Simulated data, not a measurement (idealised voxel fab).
Presented below is a process module, voxel transistor to metal.
It is cross-section cut that appears here, measuring 170 nm in width, its square cells being 5 nm in size.
We lay out every cross-section as a grid of square cells and spell it out in bands from the top down, where one band means one or more rows of cells. Basically the band line says how high the top is and how high the bottom is, in nm, and then what's in it from left to right, every material with its width in nm. Empty space shows up as "empty", and if a single material carries "all across" it runs the full band edge to edge. Height 0 is the level under which the wafer as received is all one material. The lowest band goes on downwards, as in "from 0 down". The two numbers in a width such as "30..40" mark its ends across the band: the first belongs to the top row of cells, the second to the bottom row, and from each row to the next the width moves by the same amount. When a step is marked "changes: none", none of the cells in the cross-section changed during that step. "Enclosed void list" lists enclosed empty spaces (at least 8 cells, no open path upward to the top), each as width x height at distance from the left edge, in nm. Heads up: the bit after the settings on a step's line is the simulator's remark on that step. overlay nm: where the mask lay relative to plan, measured to the right, on steps with a mask; negatives go left.

List of planned process steps:
| 1 | RECEIVE,material Si |
| 2 | OXIDIZE,depth nm 5 |
| 3 | CONFORMAL_DEP,material SiN,thk nm 10 |
| 4 | PATTERN,tone cover,mask id ACTIVE,material resist,width nm 95,thk nm 20,overlay nm 0 |
| 5 | DIRECTIONAL_ETCH,etch materials SiN,depth nm 10 |
| 6 | DIRECTIONAL_ETCH,etch materials SiO2,depth nm 5 |
| 7 | DIRECTIONAL_ETCH,etch materials Si,depth nm 35 |
| 8 | STRIP,etch materials resist |
| 9 | OXIDIZE,depth nm 5 |
| 10 | FILL_DEP,material SiO2,thk nm 15 |
| 11 | CMP,height nm 10 |
| 12 | SELECTIVE_ETCH,etch materials SiO2,depth nm 10 |
| 13 | STRIP,etch materials SiN |
| 14 | SELECTIVE_ETCH,etch materials SiO2,depth nm 5 |
| 15 | OXIDIZE,depth nm 5 |
| 16 | DIRECTIONAL_DEP,material polySi,thk nm 25 |
| 17 | DIRECTIONAL_DEP,material SiCN,thk nm 10 |
| 18 | MASKED_ETCH,tone cover,mask id GATE,width nm 25,etch materials SiCN,depth nm 20,overlay nm 0 |
| 19 | MASKED_ETCH,tone cover,mask id GATE,width nm 25,etch materials polySi,depth nm 35,overlay nm 0 |
| 20 | CONFORMAL_DEP,material SiO2,thk nm 5 |
| 21 | DIRECTIONAL_ETCH,etch materials SiO2,depth nm 5 |
| 22 | CONFORMAL_DEP,material SiN,thk nm 10 |
| 23 | DIRECTIONAL_ETCH,etch materials SiN,depth nm 10 |
| 24 | DIRECTIONAL_ETCH,etch materials SiO2,depth nm 5 |
| 25 | EPI,material pSi,thk nm 5 |
| 26 | FILL_DEP,material SiO2,thk nm 10 |
| 27 | CMP,height nm 20 |
| 28 | STRIP,etch materials polySi |
| 29 | SELECTIVE_ETCH,etch materials SiO2,depth nm 5 |
| 30 | CONFORMAL_DEP,material HfO2,thk nm 5 |
| 31 | CONFORMAL_DEP,material TiN,thk nm 5 |
| 32 | FILL_DEP,material W,thk nm 10 |
| 33 | CMP,height nm 15 |
| 34 | DIRECTIONAL_DEP,material SiO2,thk nm 15 |
| 35 | MASKED_ETCH,tone open,mask id CONTACT,width nm 15,pitch nm 70,etch materials SiO2,depth nm 35,overlay nm 0 |
| 36 | CONFORMAL_DEP,material TiN,thk nm 5 |
| 37 | FILL_DEP,material W,thk nm 10 |
| 38 | CMP,height nm 30 |
| 39 | CONFORMAL_DEP,material SiN,thk nm 5 |
| 40 | DIRECTIONAL_DEP,material lowk,thk nm 20 |
| 41 | MASKED_ETCH,tone open,mask id METAL_1,width nm 15,pitch nm 70,etch materials lowk,depth nm 20,overlay nm 0 |
| 42 | MASKED_ETCH,tone open,mask id METAL_1,width nm 15,pitch nm 70,etch materials SiN,depth nm 5,overlay nm 0 |
| 43 | CONFORMAL_DEP,material TiN,thk nm 5 |
| 44 | FILL_DEP,material W,thk nm 5 |
| 45 | CMP,height nm 55 |
| 46 | EPI,material Ru,thk nm 5 |
| 47 | FILL_DEP,material SiCN,thk nm 5 |

The following pertains to the first of two wafers, which was processed as planned:

Cross-section of the incoming wafer, state after step 1:
  from 0 down  Si all across
  Enclosed void list: none

Wafer section view after processing step 2:
  from 0 to -5  SiO2 all across
  Below -5 it's all the same as before, nothing changed down there.

Wafer section view after processing step 3:
  from 10 to 0  SiN all across
  Below 0 it's all the same as before, nothing changed down there.

Wafer section view after processing step 4:
  from 30 to 10  empty=35 | resist=95 | empty=40
  Below 10 it's all the same as before, nothing changed down there.

Wafer section view after processing step 5:
  from 30 to 10  empty=35 | resist=95 | empty=40
  from 10 to 0  empty=35 | SiN=95 | empty=40
  Below 0 it's all the same as before, nothing changed down there.

Wafer section view after processing step 6:
  from 30 to 10  empty=35 | resist=95 | empty=40
  from 10 to 0  empty=35 | SiN=95 | empty=40
  from 0 to -5  empty=35 | SiO2=95 | empty=40
  Below -5 it's all the same as before, nothing changed down there.

Wafer section view after processing step 7:
  from 30 to 10  empty=35 | resist=95 | empty=40
  from 10 to 0  empty=35 | SiN=95 | empty=40
  from 0 to -5  empty=35 | SiO2=95 | empty=40
  from -5 to -40  empty=35 | Si=95 | empty=40
  Below -40 it's all the same as before, nothing changed down there.

Wafer section view after processing step 8:
  from 10 to 0  empty=35 | SiN=95 | empty=40
  Below 0 it's all the same as before, nothing changed down there.

Wafer section view after processing step 9:
  from 10 to 0  empty=35 | SiN=95 | empty=40
  from 0 to -5  empty=35 | SiO2=95 | empty=40
  from -5 to -40  empty=35 | SiO2=5 | Si=85 | SiO2=5 | empty=40
  from -40 to -45  SiO2=40 | Si=85 | SiO2=45
  Below -45 it's all the same as before, nothing changed down there.

Wafer section view after processing step 10:
  from 25 to 10  SiO2 all across
  from 10 to 0  SiO2=35 | SiN=95 | SiO2=40
  from 0 to -5  SiO2 all across
  from -5 to -45  SiO2=40 | Si=85 | SiO2=45
  Below -45 it's all the same as before, nothing changed down there.

Wafer section view after processing step 11:
  from 10 to 0  SiO2=35 | SiN=95 | SiO2=40
  Below 0 it's all the same as before, nothing changed down there.

Wafer section view after processing step 12:
  from 10 to 0  empty=35 | SiN=95 | empty=40
  Below 0 it's all the same as before, nothing changed down there.

Wafer section view after processing step 13:
  from 0 to -5  SiO2 all across
  Below -5 it's all the same as before, nothing changed down there.

Wafer section view after processing step 14:
  from -5 to -45  SiO2=40 | Si=85 | SiO2=45
  Below -45 it's all the same as before, nothing changed down there.

Wafer section view after processing step 15:
  from -5 to -10  SiO2 all across
  Below -10 it's all the same as before, nothing changed down there.

Wafer section view after processing step 16:
  from 20 to -5  polySi all across
  Below -5 it's all the same as before, nothing changed down there.

Wafer section view after processing step 17:
  from 30 to 20  SiCN all across
  Below 20 it's all the same as before, nothing changed down there.

Wafer section view after processing step 18:
  from 30 to 20  empty=70 | SiCN=25 | empty=75
  Below 20 it's all the same as before, nothing changed down there.

Wafer section view after processing step 19:
  from 30 to 20  empty=70 | SiCN=25 | empty=75
  from 20 to -5  empty=70 | polySi=25 | empty=75
  Below -5 it's all the same as before, nothing changed down there.

Wafer section view after processing step 20:
  from 35 to 30  empty=65 | SiO2=35 | empty=70
  from 30 to 20  empty=65 | SiO2=5 | SiCN=25 | SiO2=5 | empty=70
  from 20 to 0  empty=65 | SiO2=5 | polySi=25 | SiO2=5 | empty=70
  from 0 to -5  SiO2=70 | polySi=25 | SiO2=75
  Below -5 it's all the same as before, nothing changed down there.

Wafer section view after processing step 21:
  from 30 to 20  empty=65 | SiO2=5 | SiCN=25 | SiO2=5 | empty=70
  from 20 to -5  empty=65 | SiO2=5 | polySi=25 | SiO2=5 | empty=70
  Below -5 it's all the same as before, nothing changed down there.

Wafer section view after processing step 22:
  from 40 to 30  empty=55 | SiN=55 | empty=60
  from 30 to 20  empty=55 | SiN=10 | SiO2=5 | SiCN=25 | SiO2=5 | SiN=10 | empty=60
  from 20 to 5  empty=55 | SiN=10 | SiO2=5 | polySi=25 | SiO2=5 | SiN=10 | empty=60
  from 5 to -5  SiN=65 | SiO2=5 | polySi=25 | SiO2=5 | SiN=70
  Below -5 it's all the same as before, nothing changed down there.

Wafer section view after processing step 23:
  from 30 to 20  empty=55 | SiN=10 | SiO2=5 | SiCN=25 | SiO2=5 | SiN=10 | empty=60
  from 20 to -5  empty=55 | SiN=10 | SiO2=5 | polySi=25 | SiO2=5 | SiN=10 | empty=60
  Below -5 it's all the same as before, nothing changed down there.

Wafer section view after processing step 24:
  from 30 to 25  empty=55 | SiN=10 | empty=5 | SiCN=25 | empty=5 | SiN=10 | empty=60
  from 25 to 20  empty=55 | SiN=10 | SiO2=5 | SiCN=25 | SiO2=5 | SiN=10 | empty=60
  from 20 to -5  empty=55 | SiN=10 | SiO2=5 | polySi=25 | SiO2=5 | SiN=10 | empty=60
  from -5 to -10  empty=55 | SiO2=55 | empty=60
  Below -10 it's all the same as before, nothing changed down there.

Wafer section view after processing step 25:
  from 30 to 25  empty=55 | SiN=10 | empty=5 | SiCN=25 | empty=5 | SiN=10 | empty=60
  from 25 to 20  empty=55 | SiN=10 | SiO2=5 | SiCN=25 | SiO2=5 | SiN=10 | empty=60
  from 20 to -5  empty=55 | SiN=10 | SiO2=5 | polySi=25 | SiO2=5 | SiN=10 | empty=60
  from -5 to -10  empty=35 | pSi=20 | SiO2=55 | pSi=20 | empty=40
  Below -10 it's all the same as before, nothing changed down there.

Wafer section view after processing step 26:
  from 40 to 30  SiO2 all across
  from 30 to 20  SiO2=55 | SiN=10 | SiO2=5 | SiCN=25 | SiO2=5 | SiN=10 | SiO2=60
  from 20 to -5  SiO2=55 | SiN=10 | SiO2=5 | polySi=25 | SiO2=5 | SiN=10 | SiO2=60
  from -5 to -10  SiO2=35 | pSi=20 | SiO2=55 | pSi=20 | SiO2=40
  Below -10 it's all the same as before, nothing changed down there.

Wafer section view after processing step 27:
  from 20 to -5  SiO2=55 | SiN=10 | SiO2=5 | polySi=25 | SiO2=5 | SiN=10 | SiO2=60
  Below -5 it's all the same as before, nothing changed down there.

Wafer section view after processing step 28:
  from 20 to -5  SiO2=55 | SiN=10 | SiO2=5 | empty=25 | SiO2=5 | SiN=10 | SiO2=60
  Below -5 it's all the same as before, nothing changed down there.

Wafer section view after processing step 29:
  from 20 to 15  empty=55 | SiN=10 | empty=35 | SiN=10 | empty=60
  from 15 to -5  SiO2=55 | SiN=10 | empty=35 | SiN=10 | SiO2=60
  from -5 to -10  SiO2=35 | pSi=20 | SiO2=10 | empty=35 | SiO2=10 | pSi=20 | SiO2=40
  Below -10 it's all the same as before, nothing changed down there.

Wafer section view after processing step 30:
  from 25 to 20  empty=50 | HfO2=20 | empty=25 | HfO2=20 | empty=55
  from 20 to 15  HfO2=55 | SiN=10 | HfO2=5 | empty=25 | HfO2=5 | SiN=10 | HfO2=60
  from 15 to -5  SiO2=55 | SiN=10 | HfO2=5 | empty=25 | HfO2=5 | SiN=10 | SiO2=60
  from -5 to -10  SiO2=35 | pSi=20 | SiO2=10 | HfO2=35 | SiO2=10 | pSi=20 | SiO2=40
  Below -10 it's all the same as before, nothing changed down there.

Wafer section view after processing step 31:
  from 30 to 25  empty=45 | TiN=30 | empty=15 | TiN=30 | empty=50
  from 25 to 20  TiN=50 | HfO2=20 | TiN=5 | empty=15 | TiN=5 | HfO2=20 | TiN=55
  from 20 to 15  HfO2=55 | SiN=10 | HfO2=5 | TiN=5 | empty=15 | TiN=5 | HfO2=5 | SiN=10 | HfO2=60
  from 15 to 0  SiO2=55 | SiN=10 | HfO2=5 | TiN=5 | empty=15 | TiN=5 | HfO2=5 | SiN=10 | SiO2=60
  from 0 to -5  SiO2=55 | SiN=10 | HfO2=5 | TiN=25 | HfO2=5 | SiN=10 | SiO2=60
  Below -5 it's all the same as before, nothing changed down there.

Wafer section view after processing step 32:
  from 40 to 30  W all across
  from 30 to 25  W=45 | TiN=30 | W=15 | TiN=30 | W=50
  from 25 to 20  TiN=50 | HfO2=20 | TiN=5 | W=15 | TiN=5 | HfO2=20 | TiN=55
  from 20 to 15  HfO2=55 | SiN=10 | HfO2=5 | TiN=5 | W=15 | TiN=5 | HfO2=5 | SiN=10 | HfO2=60
  from 15 to 0  SiO2=55 | SiN=10 | HfO2=5 | TiN=5 | W=15 | TiN=5 | HfO2=5 | SiN=10 | SiO2=60
  Below 0 it's all the same as before, nothing changed down there.

Wafer section view after processing step 33:
  from 15 to 0  SiO2=55 | SiN=10 | HfO2=5 | TiN=5 | W=15 | TiN=5 | HfO2=5 | SiN=10 | SiO2=60
  Below 0 it's all the same as before, nothing changed down there.

Wafer section view after processing step 34:
  from 30 to 15  SiO2 all across
  Below 15 it's all the same as before, nothing changed down there.

Wafer section view after processing step 35:
  from 30 to 15  SiO2=40 | empty=15 | SiO2=55 | empty=15 | SiO2=45
  from 15 to 0  SiO2=40 | empty=15 | SiN=10 | HfO2=5 | TiN=5 | W=15 | TiN=5 | HfO2=5 | SiN=10 | empty=15 | SiO2=45
  from 0 to -5  SiO2=40 | empty=15 | SiN=10 | HfO2=5 | TiN=25 | HfO2=5 | SiN=10 | empty=15 | SiO2=45
  Below -5 it's all the same as before, nothing changed down there.

Wafer section view after processing step 36:
  from 35 to 30  TiN=45 | empty=5 | TiN=65 | empty=5 | TiN=50
  from 30 to 15  SiO2=40 | TiN=5 | empty=5 | TiN=5 | SiO2=55 | TiN=5 | empty=5 | TiN=5 | SiO2=45
  from 15 to 0  SiO2=40 | TiN=5 | empty=5 | TiN=5 | SiN=10 | HfO2=5 | TiN=5 | W=15 | TiN=5 | HfO2=5 | SiN=10 | TiN=5 | empty=5 | TiN=5 | SiO2=45
  from 0 to -5  SiO2=40 | TiN=15 | SiN=10 | HfO2=5 | TiN=25 | HfO2=5 | SiN=10 | TiN=15 | SiO2=45
  Below -5 it's all the same as before, nothing changed down there.

Wafer section view after processing step 37:
  from 45 to 35  W all across
  from 35 to 30  TiN=45 | W=5 | TiN=65 | W=5 | TiN=50
  from 30 to 15  SiO2=40 | TiN=5 | W=5 | TiN=5 | SiO2=55 | TiN=5 | W=5 | TiN=5 | SiO2=45
  from 15 to 0  SiO2=40 | TiN=5 | W=5 | TiN=5 | SiN=10 | HfO2=5 | TiN=5 | W=15 | TiN=5 | HfO2=5 | SiN=10 | TiN=5 | W=5 | TiN=5 | SiO2=45
  Below 0 it's all the same as before, nothing changed down there.

Wafer section view after processing step 38:
  from 30 to 15  SiO2=40 | TiN=5 | W=5 | TiN=5 | SiO2=55 | TiN=5 | W=5 | TiN=5 | SiO2=45
  Below 15 it's all the same as before, nothing changed down there.

Wafer section view after processing step 39:
  from 35 to 30  SiN all across
  Below 30 it's all the same as before, nothing changed down there.

Wafer section view after processing step 40:
  from 55 to 35  lowk all across
  Below 35 it's all the same as before, nothing changed down there.

Wafer section view after processing step 41:
  from 55 to 35  lowk=40 | empty=15 | lowk=55 | empty=15 | lowk=45
  Below 35 it's all the same as before, nothing changed down there.

Wafer section view after processing step 42:
  from 55 to 35  lowk=40 | empty=15 | lowk=55 | empty=15 | lowk=45
  from 35 to 30  SiN=40 | empty=15 | SiN=55 | empty=15 | SiN=45
  Below 30 it's all the same as before, nothing changed down there.

Wafer section view after processing step 43:
  from 60 to 55  TiN=45 | empty=5 | TiN=65 | empty=5 | TiN=50
  from 55 to 35  lowk=40 | TiN=5 | empty=5 | TiN=5 | lowk=55 | TiN=5 | empty=5 | TiN=5 | lowk=45
  from 35 to 30  SiN=40 | TiN=15 | SiN=55 | TiN=15 | SiN=45
  Below 30 it's all the same as before, nothing changed down there.

Wafer section view after processing step 44:
  from 65 to 60  W all across
  from 60 to 55  TiN=45 | W=5 | TiN=65 | W=5 | TiN=50
  from 55 to 35  lowk=40 | TiN=5 | W=5 | TiN=5 | lowk=55 | TiN=5 | W=5 | TiN=5 | lowk=45
  Below 35 it's all the same as before, nothing changed down there.

Wafer section view after processing step 45:
  from 55 to 35  lowk=40 | TiN=5 | W=5 | TiN=5 | lowk=55 | TiN=5 | W=5 | TiN=5 | lowk=45
  Below 35 it's all the same as before, nothing changed down there.

Wafer section view after processing step 46:
  from 60 to 55  empty=35 | Ru=25 | empty=45 | Ru=25 | empty=40
  Below 55 it's all the same as before, nothing changed down there.

Wafer section view after processing step 47:
  from 65 to 60  SiCN all across
  from 60 to 55  SiCN=35 | Ru=25 | SiCN=45 | Ru=25 | SiCN=40
  Below 55 it's all the same as before, nothing changed down there.

Notes, second wafer: start = first wafer's, plan = first wafer's, execution had one mistake; history identical to first through step 40:

Second wafer, section view, time point: scheduled end of step 41:
  from 55 to 35  lowk=45 | empty=15 | lowk=55 | empty=15 | lowk=40
  Below 35 it's all the same as before, nothing changed down there.

Second wafer, section view, time point: scheduled end of step 42:
  from 55 to 35  lowk=45 | empty=15 | lowk=55 | empty=15 | lowk=40
  from 35 to 30  SiN=45 | empty=10 | SiN=60 | empty=10 | SiN=45
  Below 30 it's all the same as before, nothing changed down there.

Second wafer, section view, time point: scheduled end of step 43:
  from 60 to 55  TiN=50 | empty=5 | TiN=65 | empty=5 | TiN=45
  from 55 to 40  lowk=45 | TiN=5 | empty=5 | TiN=5 | lowk=55 | TiN=5 | empty=5 | TiN=5 | lowk=40
  from 40 to 35  lowk=45 | TiN=15 | lowk=55 | TiN=15 | lowk=40
  from 35 to 30  SiN=45 | TiN=10 | SiN=60 | TiN=10 | SiN=45
  Below 30 it's all the same as before, nothing changed down there.

Second wafer, section view, time point: scheduled end of step 44:
  from 65 to 60  W all across
  from 60 to 55  TiN=50 | W=5 | TiN=65 | W=5 | TiN=45
  from 55 to 40  lowk=45 | TiN=5 | W=5 | TiN=5 | lowk=55 | TiN=5 | W=5 | TiN=5 | lowk=40
  Below 40 it's all the same as before, nothing changed down there.

Second wafer, section view, time point: scheduled end of step 45:
  from 55 to 40  lowk=45 | TiN=5 | W=5 | TiN=5 | lowk=55 | TiN=5 | W=5 | TiN=5 | lowk=40
  Below 40 it's all the same as before, nothing changed down there.

Second wafer, section view, time point: scheduled end of step 46:
  from 60 to 55  empty=40 | Ru=25 | empty=45 | Ru=25 | empty=35
  Below 55 it's all the same as before, nothing changed down there.

Second wafer, section view, time point: scheduled end of step 47:
  from 65 to 60  SiCN all across
  from 60 to 55  SiCN=40 | Ru=25 | SiCN=45 | Ru=25 | SiCN=35
  Below 55 it's all the same as before, nothing changed down there.
Diagnosis: step 41 ran differently from the plan; actual operation with settings: MASKED_ETCH,tone open,mask id METAL_1,width nm 15,pitch nm 70,etch materials lowk,depth nm 20,overlay nm 5
Heads up, by the end the second wafer has more or fewer cells of some materials compared to the first: +2 SiN; -2 W
